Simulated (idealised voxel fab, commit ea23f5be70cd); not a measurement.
The following is a process module called voxel gate over fins.
The cross-section shown here is cut; it is 250 nm wide and divided into square cells measuring 5 nm on a side.
How to read a cross-section here: the picture is a grid of square cells, written as bands going from the top down, and any band can span one or more rows of cells. First you get the band's top height and its bottom height, in nm, and then the materials it's made of, left to right, with each width in nm. If you see a single material with "everywhere", that one covers the band edge to edge. "blank" is empty space. Below 0: as-received wafer, all one material; heights counted from there. Lowest band: no bottom, goes on down, written "z 0 and below". A width given as "30 to 40" starts at the first number in the band's top row and ends at the second number in its bottom row, shifting by an equal amount at every step from row to row. You'll sometimes find "no change" written for a step, and that's the way of saying that nowhere in the cross-section did a cell change during that step. "Sealed internal voids" lists enclosed empty spaces (at least 8 cells, no open path upward to the top), each as width x height at distance from the left edge, in nm. On each step's line, the part that comes after the settings is the simulator's own comment on the step. On any step carrying a mask, the "overlay nm" setting, if present on the step's line, tells how far right of its planned place the mask lay; negative values point to the left.

## Below is the list of planned process steps
- 1: op RECEIVE | material Si
- 2: op CONFORMAL_DEP | material SiN | thk nm 5
- 3: op PATTERN | tone cover | mask id FINS | material resist | width nm 15 | pitch nm 35 | thk nm 15 | overlay nm 0
- 4: op DIRECTIONAL_ETCH | etch materials SiN | depth nm 5
- 5: op DIRECTIONAL_ETCH | etch materials Si | depth nm 40
- 6: op STRIP | etch materials resist
- 7: op FILL_DEP | material SiO2 | thk nm 15
- 8: op CMP | height nm 5
- 9: op SELECTIVE_ETCH | etch materials SiO2 | depth nm 15
- 10: op STRIP | etch materials SiN
- 11: op CONFORMAL_DEP | material HfO2 | thk nm 5
- 12: op CONFORMAL_DEP | material TiN | thk nm 5
- 13: op FILL_DEP | material W | thk nm 10
- 14: op CMP | height nm 15
- 15: op CONFORMAL_DEP | material SiCN | thk nm 5

## Incoming wafer in cross-section (state: after step 1)
  z 0 and below: Si everywhere
  Sealed internal voids: none

## Final cross-section, module run with one mistake (start and plan as above)
  z 15 to 10: SiCN everywhere
  z 10 to 5: 70 of W, 105 of TiN, 75 of W
  z 5 to 0: 70 of W, 5 of TiN, 25 of HfO2, 10 of TiN, 25 of HfO2, 10 of TiN, 25 of HfO2, 5 of TiN, 75 of W
  z 0 to -5: 75 of TiN, 5 of HfO2, 15 of Si, 5 of HfO2, 10 of TiN, 5 of HfO2, 15 of Si, 5 of HfO2, 10 of TiN, 5 of HfO2, 15 of Si, 5 of HfO2, 80 of TiN
  z -5 to -10: 80 of HfO2, 15 of Si, 20 of HfO2, 15 of Si, 20 of HfO2, 15 of Si, 85 of HfO2
  z -10 to -40: 80 of SiO2, 15 of Si, 20 of SiO2, 15 of Si, 20 of SiO2, 15 of Si, 85 of SiO2
  z -40 and below: Si everywhere
  Sealed internal voids: none
Run error: so step 14 ended up running with a different setting than we planned, it ran as op CMP | height nm 10
